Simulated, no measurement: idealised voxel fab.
process module | voxel gate over fins
cross-section cut | 270 nm wide | cells 5 nm
A cross-section is a grid of square cells, given in bands from the top down. A band is one or more rows of cells.
Each band's line starts with the height of the band's top and of its bottom, in nm. Then come its materials from left to right, each with its width in nm. One material with "throughout" fills the band from edge to edge. "air" is empty space.
Height 0 is the level under which the wafer as received is all one material. The lowest band goes on downwards, as in "0 down".
A width such as "30 to 40" changes by the same amount from each row of cells to the next, from the band's top row to its bottom row.
"no change" after a step means that no cell of the cross-section changed.
closed voids: empty space of 8 cells or more with no open way to the top, each as width x height at its distance from the left edge, in nm
after a step's settings: what the simulator itself notes on the step
overlay nm, on a step with a mask: how far to the right of its planned place the mask lay; to the left if negative
plan
1 op RECEIVE | material Si
2 op CONFORMAL_DEP | material SiN | thk nm 10
3 op PATTERN | tone cover | mask id FINS | material resist | width nm 15 | pitch nm 40 | thk nm 20 | overlay nm 0
4 op DIRECTIONAL_ETCH | etch materials SiN | depth nm 10
5 op DIRECTIONAL_ETCH | etch materials Si | depth nm 35
6 op STRIP | etch materials resist
7 op FILL_DEP | material SiO2 | thk nm 15
8 op CMP | height nm 10
9 op SELECTIVE_ETCH | etch materials SiO2 | depth nm 20
10 op STRIP | etch materials SiN
11 op CONFORMAL_DEP | material HfO2 | thk nm 5
12 op CONFORMAL_DEP | material TiN | thk nm 5
13 op CONFORMAL_DEP | material TiAl | thk nm 5
14 op CONFORMAL_DEP | material TiN | thk nm 5
15 op FILL_DEP | material W | thk nm 10
16 op CMP | height nm 25
17 op CONFORMAL_DEP | material SiCN | thk nm 10
as received, after step 1
  0 down: Si throughout
  closed voids: none
a wafer at the end: this start, this plan, one mistake
  35 to 25: SiCN throughout
  25 to 20: W throughout
  20 to 15: W 65 | TiN 140 | W 65
  15 to 10: W 65 | TiN 5 | TiAl 130 | TiN 5 | W 65
  10 to 5: TiN 70 | TiAl 5 | TiN 120 | TiAl 5 | TiN 70
  5 to 0: TiAl 75 | TiN 5 | HfO2 30 | TiN 10 | HfO2 30 | TiN 10 | HfO2 30 | TiN 5 | TiAl 75
  0 to -5: TiN 80 | HfO2 5 | Si 20 | HfO2 5 | TiN 10 | HfO2 5 | Si 20 | HfO2 5 | TiN 10 | HfO2 5 | Si 20 | HfO2 5 | TiN 80
  -5 to -10: HfO2 85 | Si 20 | HfO2 20 | Si 20 | HfO2 20 | Si 20 | HfO2 85
  -10 to -35: SiO2 85 | Si 20 | SiO2 20 | Si 20 | SiO2 20 | Si 20 | SiO2 85
  -35 down: Si throughout
  closed voids: none
what went wrong: step 3 ran as: op PATTERN | tone cover | mask id FINS | material resist | width nm 20 | pitch nm 40 | thk nm 20 | overlay nm 0
